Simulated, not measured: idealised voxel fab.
process module | voxel capacitor over wiring
cross-section cut | 255 nm wide | cells 5 nm
A cross-section is a grid of square cells, given in bands from the top down. A band is one or more rows of cells.
Each band's line starts with the height of the band's top and of its bottom, in nm. Then come its materials from left to right, each with its width in nm. One material with "throughout" fills the band from edge to edge. "air" is empty space.
Height 0 is the level under which the wafer as received is all one material. The lowest band goes on downwards, as in "0 down".
A width such as "30 to 40" changes by the same amount from each row of cells to the next, from the band's top row to its bottom row.
"no change" after a step means that no cell of the cross-section changed.
closed voids: empty space of 8 cells or more with no open way to the top, each as width x height at its distance from the left edge, in nm
after a step's settings: what the simulator itself notes on the step
overlay nm, on a step with a mask: how far to the right of its planned place the mask lay; to the left if negative
plan
1 op RECEIVE | material Si
2 op CONFORMAL_DEP | material SiO2 | thk nm 15
3 op CONFORMAL_DEP | material SiN | thk nm 5
4 op DIRECTIONAL_DEP | material lowk | thk nm 25
5 op DIRECTIONAL_DEP | material aC | thk nm 10
6 op PATTERN | tone open | mask id METAL_1 | material resist | width nm 25 | pitch nm 95 | thk nm 25 | overlay nm 0
7 op DIRECTIONAL_ETCH | etch materials aC | depth nm 10
8 op STRIP | etch materials resist
9 op DIRECTIONAL_ETCH | etch materials lowk | depth nm 25
10 op DIRECTIONAL_ETCH | etch materials SiN | depth nm 5
11 op STRIP | etch materials aC
12 op CONFORMAL_DEP | material TiN | thk nm 5
13 op FILL_DEP | material Cu | thk nm 10
14 op CMP | height nm 45
15 op CONFORMAL_DEP | material SiCN | thk nm 5
16 op DIRECTIONAL_DEP | material SiO2 | thk nm 10
17 op PATTERN | tone open | mask id PLUG_1 | material resist | width nm 15 | thk nm 15 | overlay nm 0
18 op DIRECTIONAL_ETCH | etch materials SiO2 | depth nm 10
19 op DIRECTIONAL_ETCH | etch materials SiCN | depth nm 5
20 op STRIP | etch materials resist
21 op CONFORMAL_DEP | material TiN | thk nm 5
22 op FILL_DEP | material W | thk nm 10
23 op CMP | height nm 60
24 op DIRECTIONAL_DEP | material TiN | thk nm 10
25 op DIRECTIONAL_DEP | material SiN | thk nm 5
26 op DIRECTIONAL_DEP | material TiN | thk nm 10
27 op DIRECTIONAL_DEP | material aC | thk nm 10
28 op PATTERN | tone cover | mask id UPPER_PLATE | material resist | width nm 75 | thk nm 25 | overlay nm 0
29 op DIRECTIONAL_ETCH | etch materials aC | depth nm 10
30 op STRIP | etch materials resist
31 op DIRECTIONAL_ETCH | etch materials TiN | depth nm 10
32 op DIRECTIONAL_ETCH | etch materials SiN | depth nm 5
33 op STRIP | etch materials aC
34 op DIRECTIONAL_DEP | material aC | thk nm 15
35 op PATTERN | tone cover | mask id LOWER_PLATE | material resist | width nm 85 | thk nm 30 | overlay nm 0
36 op DIRECTIONAL_ETCH | etch materials aC | depth nm 15
37 op STRIP | etch materials resist
38 op DIRECTIONAL_ETCH | etch materials TiN | depth nm 10
39 op STRIP | etch materials aC
40 op FILL_DEP | material SiO2 | thk nm 15
41 op CMP | height nm 95
42 op DIRECTIONAL_DEP | material aC | thk nm 10
43 op PATTERN | tone open | mask id PLUG_2 | material resist | width nm 15 | thk nm 25 | overlay nm 0
44 op DIRECTIONAL_ETCH | etch materials aC | depth nm 10
45 op STRIP | etch materials resist
46 op DIRECTIONAL_ETCH | etch materials SiO2 | depth nm 10
47 op STRIP | etch materials aC
48 op CONFORMAL_DEP | material TiN | thk nm 5
49 op FILL_DEP | material Cu | thk nm 5
50 op CMP | height nm 95
51 op CONFORMAL_DEP | material SiN | thk nm 5
as received, after step 1
  0 down: Si throughout
  closed voids: none
first wafer at the end, as planned
  100 to 95: SiN throughout
  95 to 90: SiO2 85 | TiN 5 | Cu 5 | TiN 5 | SiO2 155
  90 to 85: SiO2 85 | TiN 15 | SiO2 155
  85 to 75: SiO2 75 | TiN 75 | SiO2 105
  75 to 70: SiO2 75 | SiN 75 | SiO2 105
  70 to 60: SiO2 70 | TiN 85 | SiO2 100
  60 to 50: SiO2 75 | TiN 5 | W 5 | TiN 5 | SiO2 165
  50 to 45: SiCN 75 | TiN 15 | SiCN 165
  45 to 20: lowk 65 | TiN 5 | Cu 15 | TiN 5 | lowk 70 | TiN 5 | Cu 15 | TiN 5 | lowk 70
  20 to 15: SiN 65 | TiN 25 | SiN 70 | TiN 25 | SiN 70
  15 to 0: SiO2 throughout
  0 down: Si throughout
  closed voids: none
second wafer at the end: like start, like plan, one mistake
  100 to 95: SiN throughout
  95 to 90: SiO2 85 | TiN 5 | Cu 5 | TiN 5 | SiO2 155
  90 to 85: SiO2 85 | TiN 15 | SiO2 155
  85 to 80: SiO2 throughout
  80 to 70: SiO2 75 | TiN 75 | SiO2 105
  70 to 60: SiO2 70 | TiN 85 | SiO2 100
  60 to 50: SiO2 75 | TiN 5 | W 5 | TiN 5 | SiO2 165
  50 to 45: SiCN 75 | TiN 15 | SiCN 165
  45 to 20: lowk 65 | TiN 5 | Cu 15 | TiN 5 | lowk 70 | TiN 5 | Cu 15 | TiN 5 | lowk 70
  20 to 15: SiN 65 | TiN 25 | SiN 70 | TiN 25 | SiN 70
  15 to 0: SiO2 throughout
  0 down: Si throughout
  closed voids: none
what went wrong: step 25 was left out
at the end the second wafer has, in cells: 15 fewer of SiN | 15 more of SiO2
